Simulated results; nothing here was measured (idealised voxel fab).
This section sets out a process module, namely voxel self aligned contacts.
Section cut is 235 nm wide and gridded with 5 nm square cells.
In this document a cross-section is written as a grid of square cells. It is given as a series of bands, listed from the top down, and a band is one or more rows of cells.
Read a band's entry like this: the first values are the height of its top and the height of its bottom in nm, and what follows is the sequence of materials from left to right, each with its width in nm. Note that "air" is empty space, and that a single material marked "throughout" reaches across the band from edge to edge.
We count height from 0. Below that, the starting wafer is all one material. The lowest band never ends at the bottom but goes on down; see "0 down" for how that is written.
When a width is written as two numbers, as in "30 to 40", the first number is the width in the top row of cells of the band and the second is the width in its bottom row, and the width changes by the same amount from each row to the next.
Step note "no change" = no cross-section cell changed.
Empty spaces without an open route to the top, at least 8 cells in extent, make up the entry "Sealed voids"; each is given as width x height at distance, where the distance is measured from the left edge, and all are in nm.
Read whatever lies past the settings on a step's line as the simulator's own remark about the step.
The "overlay nm" setting may appear on a step's line; for a step that uses a mask, it gives how far to the right of its planned position the mask lay, and a negative value indicates the left.
Read each pair as before and after one process step. The after cross-section shows only down to the lowest band that changed. The step between them and its settings are given below the pair. Pairs can come from different runs of this module on the same starting wafer. A pair continues from the pair above only where its "State before" entry says so.
State before:
65 to 55 = SiO2=65, then TiN=5 to 20, then W=35 to 5, then TiN=5 to 20, then SiO2=15, then TiN=5 to 20, then W=35 to 5, then TiN=5 to 20, then SiO2=65
55 to 35 = SiO2=35, then SiN=45, then TiN=5, then W=5, then TiN=5, then SiN=45, then TiN=5, then W=5, then TiN=5, then SiN=45, then SiO2=35
35 to 20 = SiO2=35, then SiN=10, then polySi=25, then SiN=10, then TiN=5, then W=5, then TiN=5, then SiN=10, then polySi=25, then SiN=10, then TiN=5, then W=5, then TiN=5, then SiN=10, then polySi=25, then SiN=10, then SiO2=35
20 to 15 = SiO2=35, then SiN=10, then polySi=25, then SiN=10, then TiN=15, then SiN=10, then polySi=25, then SiN=10, then TiN=15, then SiN=10, then polySi=25, then SiN=10, then SiO2=35
15 to 5 = SiN=45, then polySi=25, then SiN=35, then polySi=25, then SiN=35, then polySi=25, then SiN=45
5 to 0 = SiO2 throughout
0 down = Si throughout
Sealed voids: none
Cross-Section Thereafter:
70 to 65 = SiN throughout
Below a height of 65, the structure has not been altered.
Sealed voids: none
Step, pre vs post cross-sections above: CONFORMAL_DEP | material SiN | thk nm 5
State before:
70 to 55 = air=45, then aC=25, then air=35, then aC=25, then air=35, then aC=25, then air=45
55 to 35 = air=45, then SiN=25, then air=35, then SiN=25, then air=35, then SiN=25, then air=45
35 to 5 = polySi throughout
5 to 0 = SiO2 throughout
0 down = Si throughout
Sealed voids: none
Cross-Section Thereafter:
70 to 55 = air=45, then aC=25, then air=35, then aC=25, then air=35, then aC=25, then air=45
55 to 35 = air=45, then SiN=25, then air=35, then SiN=25, then air=35, then SiN=25, then air=45
35 to 15 = air=45, then polySi=25, then air=35, then polySi=25, then air=35, then polySi=25, then air=45
Below a height of 15, the structure has not been altered.
Sealed voids: none
Step, pre vs post cross-sections above: DIRECTIONAL_ETCH | etch materials polySi | depth nm 20
State before: the wafer arrives at this step looking as the after cross-section in the pair just above shows it.
Cross-Section Thereafter:
55 to 35 = air=45, then SiN=25, then air=35, then SiN=25, then air=35, then SiN=25, then air=45
Below a height of 35, the structure has not been altered.
Sealed voids: none
Step, pre vs post cross-sections above: STRIP | etch materials aC
State before: the wafer arrives at this step looking as the after cross-section in the pair just above shows it.
Cross-Section Thereafter:
65 to 35 = air=35, then SiN=45, then air=15, then SiN=45, then air=15, then SiN=45, then air=35
35 to 25 = air=35, then SiN=10, then polySi=25, then SiN=10, then air=15, then SiN=10, then polySi=25, then SiN=10, then air=15, then SiN=10, then polySi=25, then SiN=10, then air=35
25 to 15 = SiN=45, then polySi=25, then SiN=35, then polySi=25, then SiN=35, then polySi=25, then SiN=45
Below a height of 15, the structure has not been altered.
Sealed voids: none
Step, pre vs post cross-sections above: CONFORMAL_DEP | material SiN | thk nm 10
State before: the wafer arrives at this step looking as the after cross-section in the pair just above shows it.
Cross-Section Thereafter:
55 to 35 = air=35, then SiN=45, then air=15, then SiN=45, then air=15, then SiN=45, then air=35
35 to 15 = air=35, then SiN=10, then polySi=25, then SiN=10, then air=15, then SiN=10, then polySi=25, then SiN=10, then air=15, then SiN=10, then polySi=25, then SiN=10, then air=35
Below a height of 15, the structure has not been altered.
Sealed voids: none
Step, pre vs post cross-sections above: DIRECTIONAL_ETCH | etch materials SiN | depth nm 10
State before: the wafer arrives at this step looking as the after cross-section in the pair just above shows it.
Cross-Section Thereafter:
70 to 55 = SiO2 throughout
55 to 35 = SiO2=35, then SiN=45, then SiO2=15, then SiN=45, then SiO2=15, then SiN=45, then SiO2=35
35 to 15 = SiO2=35, then SiN=10, then polySi=25, then SiN=10, then SiO2=15, then SiN=10, then polySi=25, then SiN=10, then SiO2=15, then SiN=10, then polySi=25, then SiN=10, then SiO2=35
Below a height of 15, the structure has not been altered.
Sealed voids: none
Step, pre vs post cross-sections above: FILL_DEP | material SiO2 | thk nm 15
State before: the wafer arrives at this step looking as the after cross-section in the pair just above shows it.
Cross-Section Thereafter:
65 to 55 = SiO2 throughout
Below a height of 55, the structure has not been altered.
Sealed voids: none
Step, pre vs post cross-sections above: CMP | height nm 65
State before: the wafer arrives at this step looking as the after cross-section in the pair just above shows it.
Cross-Section Thereafter:
65 to 55 = SiO2=65, then air=45, then SiO2=15, then air=45, then SiO2=65
55 to 35 = SiO2=35, then SiN=45, then air=15, then SiN=45, then air=15, then SiN=45, then SiO2=35
35 to 15 = SiO2=35, then SiN=10, then polySi=25, then SiN=10, then air=15, then SiN=10, then polySi=25, then SiN=10, then air=15, then SiN=10, then polySi=25, then SiN=10, then SiO2=35
Below a height of 15, the structure has not been altered.
Sealed voids: none
Step, pre vs post cross-sections above: MASKED_ETCH | tone open | mask id CONTACT | width nm 45 | pitch nm 60 | etch materials SiO2 | depth nm 65 | overlay nm 0
State before: the wafer arrives at this step looking as the after cross-section in the pair just above shows it.
Cross-Section Thereafter:
70 to 65 = TiN=70, then air=35, then TiN=25, then air=35, then TiN=70
65 to 55 = SiO2=65, then TiN=5 to 20, then air=35 to 5, then TiN=5 to 20, then SiO2=15, then TiN=5 to 20, then air=35 to 5, then TiN=5 to 20, then SiO2=65
55 to 35 = SiO2=35, then SiN=45, then TiN=5, then air=5, then TiN=5, then SiN=45, then TiN=5, then air=5, then TiN=5, then SiN=45, then SiO2=35
35 to 20 = SiO2=35, then SiN=10, then polySi=25, then SiN=10, then TiN=5, then air=5, then TiN=5, then SiN=10, then polySi=25, then SiN=10, then TiN=5, then air=5, then TiN=5, then SiN=10, then polySi=25, then SiN=10, then SiO2=35
20 to 15 = SiO2=35, then SiN=10, then polySi=25, then SiN=10, then TiN=15, then SiN=10, then polySi=25, then SiN=10, then TiN=15, then SiN=10, then polySi=25, then SiN=10, then SiO2=35
Below a height of 15, the structure has not been altered.
Sealed voids: none
Step, pre vs post cross-sections above: CONFORMAL_DEP | material TiN | thk nm 5
State before: the wafer arrives at this step looking as the after cross-section in the pair just above shows it.
Cross-Section Thereafter:
75 to 70 = W throughout
70 to 65 = TiN=70, then W=35, then TiN=25, then W=35, then TiN=70
65 to 55 = SiO2=65, then TiN=5 to 20, then W=35 to 5, then TiN=5 to 20, then SiO2=15, then TiN=5 to 20, then W=35 to 5, then TiN=5 to 20, then SiO2=65
55 to 35 = SiO2=35, then SiN=45, then TiN=5, then W=5, then TiN=5, then SiN=45, then TiN=5, then W=5, then TiN=5, then SiN=45, then SiO2=35
35 to 20 = SiO2=35, then SiN=10, then polySi=25, then SiN=10, then TiN=5, then W=5, then TiN=5, then SiN=10, then polySi=25, then SiN=10, then TiN=5, then W=5, then TiN=5, then SiN=10, then polySi=25, then SiN=10, then SiO2=35
Below a height of 20, the structure has not been altered.
Sealed voids: none
Step, pre vs post cross-sections above: FILL_DEP | material W | thk nm 5
State before: the wafer arrives at this step looking as the after cross-section in the pair just above shows it.
Cross-Section Thereafter:
65 to 55 = SiO2=65, then TiN=5 to 20, then W=35 to 5, then TiN=5 to 20, then SiO2=15, then TiN=5 to 20, then W=35 to 5, then TiN=5 to 20, then SiO2=65
Below a height of 55, the structure has not been altered.
Sealed voids: none
Step, pre vs post cross-sections above: CMP | height nm 65
State before: the wafer arrives at this step looking as the after cross-section in the pair just above shows it.
Cross-Section Thereafter:
70 to 65 = SiN throughout
Below a height of 65, the structure has not been altered.
Sealed voids: none
Step, pre vs post cross-sections above: CONFORMAL_DEP | material SiN | thk nm 5
State before:
70 to 55 = aC throughout
55 to 35 = SiN throughout
35 to 5 = polySi throughout
5 to 0 = SiO2 throughout
0 down = Si throughout
Sealed voids: none
Cross-Section Thereafter:
100 to 70 = air=50, then resist=20, then air=40, then resist=20, then air=40, then resist=20, then air=45
Below a height of 70, the structure has not been altered.
Sealed voids: none
Step, pre vs post cross-sections above: PATTERN | tone cover | mask id GATE | material resist | width nm 20 | pitch nm 60 | thk nm 30 | overlay nm 0
State before: the wafer arrives at this step looking as the after cross-section in the pair just above shows it.
Cross-Section Thereafter:
85 to 70 = air=50, then resist=20, then air=40, then resist=20, then air=40, then resist=20, then air=45
70 to 55 = air=50, then aC=20, then air=40, then aC=20, then air=40, then aC=20, then air=45
Below a height of 55, the structure has not been altered.
Sealed voids: none
Step, pre vs post cross-sections above: DIRECTIONAL_ETCH | etch materials aC | depth nm 15
State before: the wafer arrives at this step looking as the after cross-section in the pair just above shows it.
Cross-Section Thereafter:
70 to 55 = air=50, then aC=20, then air=40, then aC=20, then air=40, then aC=20, then air=45
Below a height of 55, the structure has not been altered.
Sealed voids: none
Step, pre vs post cross-sections above: STRIP | etch materials resist
State before: the wafer arrives at this step looking as the after cross-section in the pair just above shows it.
Cross-Section Thereafter:
70 to 55 = air=50, then aC=20, then air=40, then aC=20, then air=40, then aC=20, then air=45
55 to 35 = air=50, then SiN=20, then air=40, then SiN=20, then air=40, then SiN=20, then air=45
Below a height of 35, the structure has not been altered.
Sealed voids: none
Step, pre vs post cross-sections above: DIRECTIONAL_ETCH | etch materials SiN | depth nm 20
State before: the wafer arrives at this step looking as the after cross-section in the pair just above shows it.
Cross-Section Thereafter:
70 to 55 = air=50, then aC=20, then air=40, then aC=20, then air=40, then aC=20, then air=45
55 to 35 = air=50, then SiN=20, then air=40, then SiN=20, then air=40, then SiN=20, then air=45
35 to 5 = air=50, then polySi=20, then air=40, then polySi=20, then air=40, then polySi=20, then air=45
Below a height of 5, the structure has not been altered.
Sealed voids: none
Step, pre vs post cross-sections above: DIRECTIONAL_ETCH | etch materials polySi | depth nm 30
State before: the wafer arrives at this step looking as the after cross-section in the pair just above shows it.
Cross-Section Thereafter:
55 to 35 = air=50, then SiN=20, then air=40, then SiN=20, then air=40, then SiN=20, then air=45
Below a height of 35, the structure has not been altered.
Sealed voids: none
Step, pre vs post cross-sections above: STRIP | etch materials aC
State before: the wafer arrives at this step looking as the after cross-section in the pair just above shows it.
Cross-Section Thereafter:
65 to 35 = air=40, then SiN=40, then air=20, then SiN=40, then air=20, then SiN=40, then air=35
35 to 15 = air=40, then SiN=10, then polySi=20, then SiN=10, then air=20, then SiN=10, then polySi=20, then SiN=10, then air=20, then SiN=10, then polySi=20, then SiN=10, then air=35
15 to 5 = SiN=50, then polySi=20, then SiN=40, then polySi=20, then SiN=40, then polySi=20, then SiN=45
Below a height of 5, the structure has not been altered.
Sealed voids: none
Step, pre vs post cross-sections above: CONFORMAL_DEP | material SiN | thk nm 10
State before: the wafer arrives at this step looking as the after cross-section in the pair just above shows it.
Cross-Section Thereafter:
55 to 35 = air=40, then SiN=40, then air=20, then SiN=40, then air=20, then SiN=40, then air=35
35 to 5 = air=40, then SiN=10, then polySi=20, then SiN=10, then air=20, then SiN=10, then polySi=20, then SiN=10, then air=20, then SiN=10, then polySi=20, then SiN=10, then air=35
Below a height of 5, the structure has not been altered.
Sealed voids: none
Step, pre vs post cross-sections above: DIRECTIONAL_ETCH | etch materials SiN | depth nm 10
State before: the wafer arrives at this step looking as the after cross-section in the pair just above shows it.
Cross-Section Thereafter:
70 to 55 = SiO2 throughout
55 to 35 = SiO2=40, then SiN=40, then SiO2=20, then SiN=40, then SiO2=20, then SiN=40, then SiO2=35
35 to 5 = SiO2=40, then SiN=10, then polySi=20, then SiN=10, then SiO2=20, then SiN=10, then polySi=20, then SiN=10, then SiO2=20, then SiN=10, then polySi=20, then SiN=10, then SiO2=35
Below a height of 5, the structure has not been altered.
Sealed voids: none
Step, pre vs post cross-sections above: FILL_DEP | material SiO2 | thk nm 15
State before: the wafer arrives at this step looking as the after cross-section in the pair just above shows it.
Cross-Section Thereafter:
65 to 55 = SiO2 throughout
Below a height of 55, the structure has not been altered.
Sealed voids: none
Step, pre vs post cross-sections above: CMP | height nm 65
State before: the wafer arrives at this step looking as the after cross-section in the pair just above shows it.
Cross-Section Thereafter:
65 to 55 = SiO2=65, then air=45, then SiO2=15, then air=45, then SiO2=65
55 to 35 = SiO2=40, then SiN=40, then air=20, then SiN=40, then air=20, then SiN=40, then SiO2=35
35 to 5 = SiO2=40, then SiN=10, then polySi=20, then SiN=10, then air=20, then SiN=10, then polySi=20, then SiN=10, then air=20, then SiN=10, then polySi=20, then SiN=10, then SiO2=35
5 to 0 = SiO2=80, then air=20, then SiO2=40, then air=20, then SiO2=75
Below a height of 0, the structure has not been altered.
Sealed voids: none
Step, pre vs post cross-sections above: MASKED_ETCH | tone open | mask id CONTACT | width nm 45 | pitch nm 60 | etch materials SiO2 | depth nm 65 | overlay nm 0
State before: the wafer arrives at this step looking as the after cross-section in the pair just above shows it.
Cross-Section Thereafter:
70 to 65 = TiN=70, then air=35, then TiN=25, then air=35, then TiN=70
65 to 55 = SiO2=65, then TiN=5 to 20, then air=35 to 10, then TiN=5 to 15, then SiO2=15, then TiN=5 to 20, then air=35 to 10, then TiN=5 to 15, then SiO2=65
55 to 35 = SiO2=40, then SiN=40, then TiN=5, then air=10, then TiN=5, then SiN=40, then TiN=5, then air=10, then TiN=5, then SiN=40, then SiO2=35
35 to 5 = SiO2=40, then SiN=10, then polySi=20, then SiN=10, then TiN=5, then air=10, then TiN=5, then SiN=10, then polySi=20, then SiN=10, then TiN=5, then air=10, then TiN=5, then SiN=10, then polySi=20, then SiN=10, then SiO2=35
5 to 0 = SiO2=80, then TiN=20, then SiO2=40, then TiN=20, then SiO2=75
Below a height of 0, the structure has not been altered.
Sealed voids: none
Step, pre vs post cross-sections above: CONFORMAL_DEP | material TiN | thk nm 5
State before: the wafer arrives at this step looking as the after cross-section in the pair just above shows it.
Cross-Section Thereafter:
75 to 70 = W throughout
70 to 65 = TiN=70, then W=35, then TiN=25, then W=35, then TiN=70
65 to 55 = SiO2=65, then TiN=5 to 20, then W=35 to 10, then TiN=5 to 15, then SiO2=15, then TiN=5 to 20, then W=35 to 10, then TiN=5 to 15, then SiO2=65
55 to 35 = SiO2=40, then SiN=40, then TiN=5, then W=10, then TiN=5, then SiN=40, then TiN=5, then W=10, then TiN=5, then SiN=40, then SiO2=35
35 to 5 = SiO2=40, then SiN=10, then polySi=20, then SiN=10, then TiN=5, then W=10, then TiN=5, then SiN=10, then polySi=20, then SiN=10, then TiN=5, then W=10, then TiN=5, then SiN=10, then polySi=20, then SiN=10, then SiO2=35
Below a height of 5, the structure has not been altered.
Sealed voids: none
Step, pre vs post cross-sections above: FILL_DEP | material W | thk nm 5
State before: the wafer arrives at this step looking as the after cross-section in the pair just above shows it.
Cross-Section Thereafter:
65 to 55 = SiO2=65, then TiN=5 to 20, then W=35 to 10, then TiN=5 to 15, then SiO2=15, then TiN=5 to 20, then W=35 to 10, then TiN=5 to 15, then SiO2=65
Below a height of 55, the structure has not been altered.
Sealed voids: none
Step, pre vs post cross-sections above: CMP | height nm 65
State before: the wafer arrives at this step looking as the after cross-section in the pair just above shows it.
Cross-Section Thereafter:
70 to 65 = SiN throughout
Below a height of 65, the structure has not been altered.
Sealed voids: none
Step, pre vs post cross-sections above: CONFORMAL_DEP | material SiN | thk nm 5
State before:
70 to 55 = aC throughout
55 to 35 = SiN throughout
35 to 5 = polySi throughout
5 to 0 = SiO2 throughout
0 down = Si throughout
Sealed voids: none
Cross-Section Thereafter:
100 to 70 = air=35, then resist=25, then air=35, then resist=25, then air=35, then resist=25, then air=55
Below a height of 70, the structure has not been altered.
Sealed voids: none
Step, pre vs post cross-sections above: PATTERN | tone cover | mask id GATE | material resist | width nm 25 | pitch nm 60 | thk nm 30 | overlay nm -10
State before: the wafer arrives at this step looking as the after cross-section in the pair just above shows it.
Cross-Section Thereafter:
85 to 70 = air=35, then resist=25, then air=35, then resist=25, then air=35, then resist=25, then air=55
70 to 55 = air=35, then aC=25, then air=35, then aC=25, then air=35, then aC=25, then air=55
Below a height of 55, the structure has not been altered.
Sealed voids: none
Step, pre vs post cross-sections above: DIRECTIONAL_ETCH | etch materials aC | depth nm 15
State before: the wafer arrives at this step looking as the after cross-section in the pair just above shows it.
Cross-Section Thereafter:
70 to 55 = air=35, then aC=25, then air=35, then aC=25, then air=35, then aC=25, then air=55
Below a height of 55, the structure has not been altered.
Sealed voids: none
Step, pre vs post cross-sections above: STRIP | etch materials resist
State before: the wafer arrives at this step looking as the after cross-section in the pair just above shows it.
Cross-Section Thereafter:
70 to 55 = air=35, then aC=25, then air=35, then aC=25, then air=35, then aC=25, then air=55
55 to 35 = air=35, then SiN=25, then air=35, then SiN=25, then air=35, then SiN=25, then air=55
Below a height of 35, the structure has not been altered.
Sealed voids: none
Step, pre vs post cross-sections above: DIRECTIONAL_ETCH | etch materials SiN | depth nm 20
State before: the wafer arrives at this step looking as the after cross-section in the pair just above shows it.
Cross-Section Thereafter:
70 to 55 = air=35, then aC=25, then air=35, then aC=25, then air=35, then aC=25, then air=55
55 to 35 = air=35, then SiN=25, then air=35, then SiN=25, then air=35, then SiN=25, then air=55
35 to 5 = air=35, then polySi=25, then air=35, then polySi=25, then air=35, then polySi=25, then air=55
Below a height of 5, the structure has not been altered.
Sealed voids: none
Step, pre vs post cross-sections above: DIRECTIONAL_ETCH | etch materials polySi | depth nm 30
State before: the wafer arrives at this step looking as the after cross-section in the pair just above shows it.
Cross-Section Thereafter:
55 to 35 = air=35, then SiN=25, then air=35, then SiN=25, then air=35, then SiN=25, then air=55
Below a height of 35, the structure has not been altered.
Sealed voids: none
Step, pre vs post cross-sections above: STRIP | etch materials aC
State before: the wafer arrives at this step looking as the after cross-section in the pair just above shows it.
Cross-Section Thereafter:
65 to 35 = air=25, then SiN=45, then air=15, then SiN=45, then air=15, then SiN=45, then air=45
35 to 15 = air=25, then SiN=10, then polySi=25, then SiN=10, then air=15, then SiN=10, then polySi=25, then SiN=10, then air=15, then SiN=10, then polySi=25, then SiN=10, then air=45
15 to 5 = SiN=35, then polySi=25, then SiN=35, then polySi=25, then SiN=35, then polySi=25, then SiN=55
Below a height of 5, the structure has not been altered.
Sealed voids: none
Step, pre vs post cross-sections above: CONFORMAL_DEP | material SiN | thk nm 10
State before: the wafer arrives at this step looking as the after cross-section in the pair just above shows it.
Cross-Section Thereafter:
55 to 35 = air=25, then SiN=45, then air=15, then SiN=45, then air=15, then SiN=45, then air=45
35 to 5 = air=25, then SiN=10, then polySi=25, then SiN=10, then air=15, then SiN=10, then polySi=25, then SiN=10, then air=15, then SiN=10, then polySi=25, then SiN=10, then air=45
Below a height of 5, the structure has not been altered.
Sealed voids: none
Step, pre vs post cross-sections above: DIRECTIONAL_ETCH | etch materials SiN | depth nm 10
State before: the wafer arrives at this step looking as the after cross-section in the pair just above shows it.
Cross-Section Thereafter:
70 to 55 = SiO2 throughout
55 to 35 = SiO2=25, then SiN=45, then SiO2=15, then SiN=45, then SiO2=15, then SiN=45, then SiO2=45
35 to 5 = SiO2=25, then SiN=10, then polySi=25, then SiN=10, then SiO2=15, then SiN=10, then polySi=25, then SiN=10, then SiO2=15, then SiN=10, then polySi=25, then SiN=10, then SiO2=45
Below a height of 5, the structure has not been altered.
Sealed voids: none
Step, pre vs post cross-sections above: FILL_DEP | material SiO2 | thk nm 15
State before: the wafer arrives at this step looking as the after cross-section in the pair just above shows it.
Cross-Section Thereafter:
65 to 55 = SiO2 throughout
Below a height of 55, the structure has not been altered.
Sealed voids: none
Step, pre vs post cross-sections above: CMP | height nm 65
State before: the wafer arrives at this step looking as the after cross-section in the pair just above shows it.
Cross-Section Thereafter:
65 to 55 = SiO2=65, then air=45, then SiO2=15, then air=45, then SiO2=65
55 to 35 = SiO2=25, then SiN=45, then air=15, then SiN=45, then air=15, then SiN=45, then SiO2=45
35 to 5 = SiO2=25, then SiN=10, then polySi=25, then SiN=10, then air=15, then SiN=10, then polySi=25, then SiN=10, then air=15, then SiN=10, then polySi=25, then SiN=10, then SiO2=45
5 to 0 = SiO2=70, then air=15, then SiO2=45, then air=15, then SiO2=90
Below a height of 0, the structure has not been altered.
Sealed voids: none
Step, pre vs post cross-sections above: MASKED_ETCH | tone open | mask id CONTACT | width nm 45 | pitch nm 60 | etch materials SiO2 | depth nm 65 | overlay nm 0
State before: the wafer arrives at this step looking as the after cross-section in the pair just above shows it.
Cross-Section Thereafter:
70 to 65 = TiN=70, then air=35, then TiN=25, then air=35, then TiN=70
65 to 55 = SiO2=65, then TiN=5 to 10, then air=35 to 5, then TiN=5 to 30, then SiO2=15, then TiN=5 to 10, then air=35 to 5, then TiN=5 to 30, then SiO2=65
55 to 35 = SiO2=25, then SiN=45, then TiN=5, then air=5, then TiN=5, then SiN=45, then TiN=5, then air=5, then TiN=5, then SiN=45, then SiO2=45
35 to 5 = SiO2=25, then SiN=10, then polySi=25, then SiN=10, then TiN=5, then air=5, then TiN=5, then SiN=10, then polySi=25, then SiN=10, then TiN=5, then air=5, then TiN=5, then SiN=10, then polySi=25, then SiN=10, then SiO2=45
5 to 0 = SiO2=70, then TiN=15, then SiO2=45, then TiN=15, then SiO2=90
Below a height of 0, the structure has not been altered.
Sealed voids: none
Step, pre vs post cross-sections above: CONFORMAL_DEP | material TiN | thk nm 5
State before: the wafer arrives at this step looking as the after cross-section in the pair just above shows it.
Cross-Section Thereafter:
75 to 70 = W throughout
70 to 65 = TiN=70, then W=35, then TiN=25, then W=35, then TiN=70
65 to 55 = SiO2=65, then TiN=5 to 10, then W=35 to 5, then TiN=5 to 30, then SiO2=15, then TiN=5 to 10, then W=35 to 5, then TiN=5 to 30, then SiO2=65
55 to 35 = SiO2=25, then SiN=45, then TiN=5, then W=5, then TiN=5, then SiN=45, then TiN=5, then W=5, then TiN=5, then SiN=45, then SiO2=45
35 to 5 = SiO2=25, then SiN=10, then polySi=25, then SiN=10, then TiN=5, then W=5, then TiN=5, then SiN=10, then polySi=25, then SiN=10, then TiN=5, then W=5, then TiN=5, then SiN=10, then polySi=25, then SiN=10, then SiO2=45
Below a height of 5, the structure has not been altered.
Sealed voids: none
Step, pre vs post cross-sections above: FILL_DEP | material W | thk nm 5
State before: the wafer arrives at this step looking as the after cross-section in the pair just above shows it.
Cross-Section Thereafter:
65 to 55 = SiO2=65, then TiN=5 to 10, then W=35 to 5, then TiN=5 to 30, then SiO2=15, then TiN=5 to 10, then W=35 to 5, then TiN=5 to 30, then SiO2=65
Below a height of 55, the structure has not been altered.
Sealed voids: none
Step, pre vs post cross-sections above: CMP | height nm 65
State before: the wafer arrives at this step looking as the after cross-section in the pair just above shows it.
Cross-Section Thereafter:
70 to 65 = SiN throughout
Below a height of 65, the structure has not been altered.
Sealed voids: none
Step, pre vs post cross-sections above: CONFORMAL_DEP | material SiN | thk nm 5
State before:
70 to 65 = TiN=70, then air=35, then TiN=25, then air=35, then TiN=70
65 to 55 = SiO2=65, then TiN=5 to 20, then air=35 to 5, then TiN=5 to 20, then SiO2=15, then TiN=5 to 20, then air=35 to 5, then TiN=5 to 20, then SiO2=65
55 to 35 = SiO2=35, then SiN=45, then TiN=5, then air=5, then TiN=5, then SiN=45, then TiN=5, then air=5, then TiN=5, then SiN=45, then SiO2=35
35 to 5 = SiO2=35, then SiN=10, then polySi=25, then SiN=10, then TiN=5, then air=5, then TiN=5, then SiN=10, then polySi=25, then SiN=10, then TiN=5, then air=5, then TiN=5, then SiN=10, then polySi=25, then SiN=10, then SiO2=35
5 to 0 = SiO2=80, then TiN=15, then SiO2=45, then TiN=15, then SiO2=80
0 down = Si throughout
Sealed voids: none
Cross-Section Thereafter:
75 to 70 = SiN throughout
70 to 65 = TiN=70, then SiN=35, then TiN=25, then SiN=35, then TiN=70
65 to 55 = SiO2=65, then TiN=5 to 20, then SiN=35 to 5, then TiN=5 to 20, then SiO2=15, then TiN=5 to 20, then SiN=35 to 5, then TiN=5 to 20, then SiO2=65
55 to 35 = SiO2=35, then SiN=45, then TiN=5, then SiN=5, then TiN=5, then SiN=45, then TiN=5, then SiN=5, then TiN=5, then SiN=45, then SiO2=35
35 to 5 = SiO2=35, then SiN=10, then polySi=25, then SiN=10, then TiN=5, then SiN=5, then TiN=5, then SiN=10, then polySi=25, then SiN=10, then TiN=5, then SiN=5, then TiN=5, then SiN=10, then polySi=25, then SiN=10, then SiO2=35
Below a height of 5, the structure has not been altered.
Sealed voids: none
Step, pre vs post cross-sections above: FILL_DEP | material SiN | thk nm 5
State before: the wafer arrives at this step looking as the after cross-section in the pair just above shows it.
Cross-Section Thereafter:
65 to 55 = SiO2=65, then TiN=5 to 20, then SiN=35 to 5, then TiN=5 to 20, then SiO2=15, then TiN=5 to 20, then SiN=35 to 5, then TiN=5 to 20, then SiO2=65
Below a height of 55, the structure has not been altered.
Sealed voids: none
Step, pre vs post cross-sections above: CMP | height nm 65
State before: the wafer arrives at this step looking as the after cross-section in the pair just above shows it.
Cross-Section Thereafter:
70 to 65 = SiN throughout
Below a height of 65, the structure has not been altered.
Sealed voids: none
Step, pre vs post cross-sections above: CONFORMAL_DEP | material SiN | thk nm 5
State before:
65 to 55 = SiO2 throughout
55 to 35 = SiO2=35, then SiN=45, then SiO2=15, then SiN=45, then SiO2=15, then SiN=45, then SiO2=35
35 to 5 = SiO2=35, then SiN=10, then polySi=25, then SiN=10, then SiO2=15, then SiN=10, then polySi=25, then SiN=10, then SiO2=15, then SiN=10, then polySi=25, then SiN=10, then SiO2=35
5 to 0 = SiO2 throughout
0 down = Si throughout
Sealed voids: none
Cross-Section Thereafter:
65 to 55 = air=65, then SiO2=45, then air=15, then SiO2=45, then air=65
55 to 35 = air=35, then SiN=45, then SiO2=15, then SiN=45, then SiO2=15, then SiN=45, then air=35
35 to 5 = air=35, then SiN=10, then polySi=25, then SiN=10, then SiO2=15, then SiN=10, then polySi=25, then SiN=10, then SiO2=15, then SiN=10, then polySi=25, then SiN=10, then air=35
5 to 0 = air=35, then SiO2=165, then air=35
Below a height of 0, the structure has not been altered.
Sealed voids: none
Step, pre vs post cross-sections above: MASKED_ETCH | tone cover | mask id CONTACT | width nm 45 | pitch nm 60 | etch materials SiO2 | depth nm 65 | overlay nm 0
State before: the wafer arrives at this step looking as the after cross-section in the pair just above shows it.
Cross-Section Thereafter:
70 to 65 = air=60, then TiN=55, then air=5, then TiN=55, then air=60
65 to 60 = air=60, then TiN=5, then SiO2=45, then TiN=5, then air=5, then TiN=5, then SiO2=45, then TiN=5, then air=60
60 to 55 = air=30, then TiN=35, then SiO2=45, then TiN=15, then SiO2=45, then TiN=35, then air=30
55 to 35 = air=30, then TiN=5, then SiN=45, then SiO2=15, then SiN=45, then SiO2=15, then SiN=45, then TiN=5, then air=30
35 to 5 = air=30, then TiN=5, then SiN=10, then polySi=25, then SiN=10, then SiO2=15, then SiN=10, then polySi=25, then SiN=10, then SiO2=15, then SiN=10, then polySi=25, then SiN=10, then TiN=5, then air=30
5 to 0 = TiN=35, then SiO2=165, then TiN=35
Below a height of 0, the structure has not been altered.
Sealed voids: none
Step, pre vs post cross-sections above: CONFORMAL_DEP | material TiN | thk nm 5
State before: the wafer arrives at this step looking as the after cross-section in the pair just above shows it.
Cross-Section Thereafter:
75 to 70 = W throughout
70 to 65 = W=60, then TiN=55, then W=5, then TiN=55, then W=60
65 to 60 = W=60, then TiN=5, then SiO2=45, then TiN=5, then W=5, then TiN=5, then SiO2=45, then TiN=5, then W=60
60 to 55 = W=30, then TiN=35, then SiO2=45, then TiN=15, then SiO2=45, then TiN=35, then W=30
55 to 35 = W=30, then TiN=5, then SiN=45, then SiO2=15, then SiN=45, then SiO2=15, then SiN=45, then TiN=5, then W=30
35 to 5 = W=30, then TiN=5, then SiN=10, then polySi=25, then SiN=10, then SiO2=15, then SiN=10, then polySi=25, then SiN=10, then SiO2=15, then SiN=10, then polySi=25, then SiN=10, then TiN=5, then W=30
Below a height of 5, the structure has not been altered.
Sealed voids: none
Step, pre vs post cross-sections above: FILL_DEP | material W | thk nm 5
State before: the wafer arrives at this step looking as the after cross-section in the pair just above shows it.
Cross-Section Thereafter:
65 to 60 = W=60, then TiN=5, then SiO2=45, then TiN=5, then W=5, then TiN=5, then SiO2=45, then TiN=5, then W=60
Below a height of 60, the structure has not been altered.
Sealed voids: none
Step, pre vs post cross-sections above: CMP | height nm 65
State before: the wafer arrives at this step looking as the after cross-section in the pair just above shows it.
Cross-Section Thereafter:
70 to 65 = SiN throughout
Below a height of 65, the structure has not been altered.
Sealed voids: none
Step, pre vs post cross-sections above: CONFORMAL_DEP | material SiN | thk nm 5
